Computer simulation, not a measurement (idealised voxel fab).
The process module presented herein is designated voxel capacitor over wiring.
Xsec cut, 270 nm wide, square cell size 5 nm.
Reading order for cross-sections: top band down to bottom band. Underlying form: a grid of square cells. Band size: one or more rows of cells. Band: top height; bottom height; in nm. Then, left to right: material with width in nm, for each material. "throughout": a single material spanning edge to edge. "air": empty space. Height reference: 0 = level under which incoming wafer is all one material. Lowest band: no bottom, runs on downward, e.g. "0 nm and below". You'd read "30 to 40" like this: the band's top row of cells is as wide as the first number, its bottom row is as wide as the second, and going down, every row changes width by the same amount as the row before did. You'll sometimes find "same as before" written for a step, and that's the way of saying that nowhere in the cross-section did a cell change during that step. The list in "Sealed void list" covers empty spaces of 8 cells or more that cannot reach the top through any open way, and it gives each as width x height at distance; the distance is from the left edge, and width, height and distance are in nm. Where a step's line continues beyond its settings, the continuation is a remark by the simulator itself on that step. overlay nm: on a step with a mask, how far right of its planned place the mask lay; negative means left.
### Planned process steps
1 RECEIVE | material Si
2 CONFORMAL_DEP | material SiO2 | thk nm 10
3 CONFORMAL_DEP | material SiN | thk nm 5
4 DIRECTIONAL_DEP | material SiO2 | thk nm 20
5 MASKED_ETCH | tone open | mask id METAL_1 | width nm 20 | pitch nm 85 | etch materials SiO2 | depth nm 20 | overlay nm 0
6 MASKED_ETCH | tone open | mask id METAL_1 | width nm 20 | pitch nm 85 | etch materials SiN | depth nm 5 | overlay nm 0
7 CONFORMAL_DEP | material TiN | thk nm 5
8 FILL_DEP | material Cu | thk nm 10
9 CMP | height nm 35
10 CONFORMAL_DEP | material SiCN | thk nm 5
11 DIRECTIONAL_DEP | material lowk | thk nm 20
12 DIRECTIONAL_DEP | material aC | thk nm 15
13 PATTERN | tone open | mask id PLUG_1 | material resist | width nm 15 | thk nm 35 | overlay nm 0
14 DIRECTIONAL_ETCH | etch materials aC | depth nm 15
15 STRIP | etch materials resist
16 DIRECTIONAL_ETCH | etch materials lowk | depth nm 20
17 DIRECTIONAL_ETCH | etch materials SiCN | depth nm 5
18 STRIP | etch materials aC
19 CONFORMAL_DEP | material TiN | thk nm 5
20 FILL_DEP | material Ru | thk nm 5
21 CMP | height nm 60
22 DIRECTIONAL_DEP | material TiN | thk nm 10
23 DIRECTIONAL_DEP | material HfO2 | thk nm 5
24 DIRECTIONAL_DEP | material TiN | thk nm 5
25 DIRECTIONAL_DEP | material aC | thk nm 10
26 PATTERN | tone cover | mask id UPPER_PLATE | material resist | width nm 70 | thk nm 25 | overlay nm 0
27 DIRECTIONAL_ETCH | etch materials aC | depth nm 10
28 STRIP | etch materials resist
29 DIRECTIONAL_ETCH | etch materials TiN | depth nm 5
30 DIRECTIONAL_ETCH | etch materials HfO2 | depth nm 5
31 STRIP | etch materials aC
32 DIRECTIONAL_DEP | material aC | thk nm 15
33 PATTERN | tone cover | mask id LOWER_PLATE | material resist | width nm 80 | thk nm 30 | overlay nm 0
34 DIRECTIONAL_ETCH | etch materials aC | depth nm 15
35 STRIP | etch materials resist
36 DIRECTIONAL_ETCH | etch materials TiN | depth nm 10
37 STRIP | etch materials aC
38 FILL_DEP | material SiO2 | thk nm 20
39 CMP | height nm 95
40 PATTERN | tone open | mask id PLUG_2 | material resist | width nm 15 | thk nm 15 | overlay nm 0
41 DIRECTIONAL_ETCH | etch materials SiO2 | depth nm 15
42 STRIP | etch materials resist
43 CONFORMAL_DEP | material TiN | thk nm 5
44 FILL_DEP | material Cu | thk nm 10
45 CMP | height nm 95
46 CONFORMAL_DEP | material SiCN | thk nm 5
### Cross-section of the wafer as it came to us, i.e., already through step 1
> 0 nm and below  Si throughout
> Sealed void list: none
### Cross-section at module end, one run error; start and plan unchanged from above
> 100 nm to 95 nm  SiCN throughout
> 95 nm to 85 nm  95 of SiO2, then 5 of TiN, then 5 of Cu, then 5 of TiN, then 160 of SiO2
> 85 nm to 75 nm  95 to 85 of SiO2, then 15 to 70 of TiN, then 160 to 115 of SiO2
> 75 nm to 70 nm  85 of SiO2, then 70 of HfO2, then 115 of SiO2
> 70 nm to 60 nm  80 of SiO2, then 80 of TiN, then 110 of SiO2
> 60 nm to 40 nm  85 of lowk, then 5 of TiN, then 5 of Ru, then 5 of TiN, then 170 of lowk
> 40 nm to 35 nm  85 of SiCN, then 15 of TiN, then 170 of SiCN
> 35 nm to 30 nm  Cu throughout
> 30 nm to 25 nm  85 of TiN, then 10 of Cu, then 75 of TiN, then 10 of Cu, then 90 of TiN
> 25 nm to 5 nm  80 of SiO2, then 5 of TiN, then 10 of Cu, then 5 of TiN, then 65 of SiO2, then 5 of TiN, then 10 of Cu, then 5 of TiN, then 85 of SiO2
> 5 nm to 0 nm  80 of SiN, then 20 of TiN, then 65 of SiN, then 20 of TiN, then 85 of SiN
> 0 nm and below  Si throughout
> Sealed void list: none
What was done differently from what was planned? step 2 was dropped from the plan's execution and never run
